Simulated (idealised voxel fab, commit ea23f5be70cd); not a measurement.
voxel ribs on slabs: a process module
The figure presents cross-section cut, which has a width of 220 nm and is divided into square cells with an edge length of 5 nm.
Cross-section layout: square cells on a grid; listed as bands, top to bottom; a band spans one or more cell rows. For a band, the entry starts with two heights in nm, that of the top and then that of the bottom, and carries on with the band's materials in order from left to right, each alongside its width in nm; the word "throughout" beside a single material means it fills the band edge to edge, and "empty" means empty space. Ref level 0: as-received wafer is one material below here. Bottom band extends down with no lower bound ("0 nm and below"). A width given as "30->40" starts at the first number in the band's top row and ends at the second number in its bottom row, shifting by an equal amount at every step from row to row. A step reported as "nothing different" is a step in which no cell of the cross-section changed. If an empty space has no open way to the top and is at least 8 cells in size, "Fully sealed voids" lists it, written width x height at distance, where distance is measured from the left edge and every value is in nm. Past the settings on a step's line: simulator remark, on that step. Among the settings permitted on a step's line is "overlay nm"; applied to a step with a mask, it specifies the extent to which the mask lay to the right of its planned position, whereas a negative figure signifies a position to the left.
# Here's what the planned process steps look like
- 1: RECEIVE: material Si
- 2: DIRECTIONAL_DEP: material SiO2, thk nm 20
- 3: DIRECTIONAL_DEP: material polySi, thk nm 20
- 4: PATTERN: tone cover, mask id RIB, material resist, width nm 20, thk nm 20, overlay nm 0
- 5: DIRECTIONAL_ETCH: etch materials polySi, depth nm 5
- 6: STRIP: etch materials resist
- 7: DIRECTIONAL_DEP: material aC, thk nm 10
- 8: PATTERN: tone cover, mask id SLAB, material resist, width nm 70, thk nm 30, overlay nm -15
- 9: DIRECTIONAL_ETCH: etch materials aC, depth nm 10
- 10: STRIP: etch materials resist
- 11: DIRECTIONAL_ETCH: etch materials polySi, depth nm 15
- 12: STRIP: etch materials aC
- 13: FILL_DEP: material SiO2, thk nm 20
- 14: CMP: height nm 55
- 15: DIRECTIONAL_DEP: material TiN, thk nm 10
- 16: PATTERN: tone cover, mask id HEATER, material resist, width nm 30, thk nm 15, overlay nm 0
- 17: DIRECTIONAL_ETCH: etch materials TiN, depth nm 10
- 18: STRIP: etch materials resist
- 19: CONFORMAL_DEP: material SiN, thk nm 5
The wafers are alike at the start. At step 8, their overlay nm differs. The plan lists the first wafer's value.
# This is how the first of several wafers looked in cross-section when it arrived, which is after step 1
0 nm and below: Si throughout
Fully sealed voids: none
# Basically each wafer gets a line in the table, showing it at the end of the module: material by material, the cells it gained (+) or lost (-) since we got it, then its closed voids
overlay nm -15 | +48 SiN | +438 SiO2 | +12 TiN | +46 polySi | Fully sealed voids: none
overlay nm -10 | +48 SiN | +438 SiO2 | +12 TiN | +46 polySi | Fully sealed voids: none
overlay nm -5 | +48 SiN | +438 SiO2 | +12 TiN | +46 polySi | Fully sealed voids: none
overlay nm 0 | +48 SiN | +438 SiO2 | +12 TiN | +46 polySi | Fully sealed voids: none
overlay nm 5 | +48 SiN | +438 SiO2 | +12 TiN | +46 polySi | Fully sealed voids: none
overlay nm 10 | +48 SiN | +438 SiO2 | +12 TiN | +46 polySi | Fully sealed voids: none
overlay nm 15 | +48 SiN | +438 SiO2 | +12 TiN | +46 polySi | Fully sealed voids: none
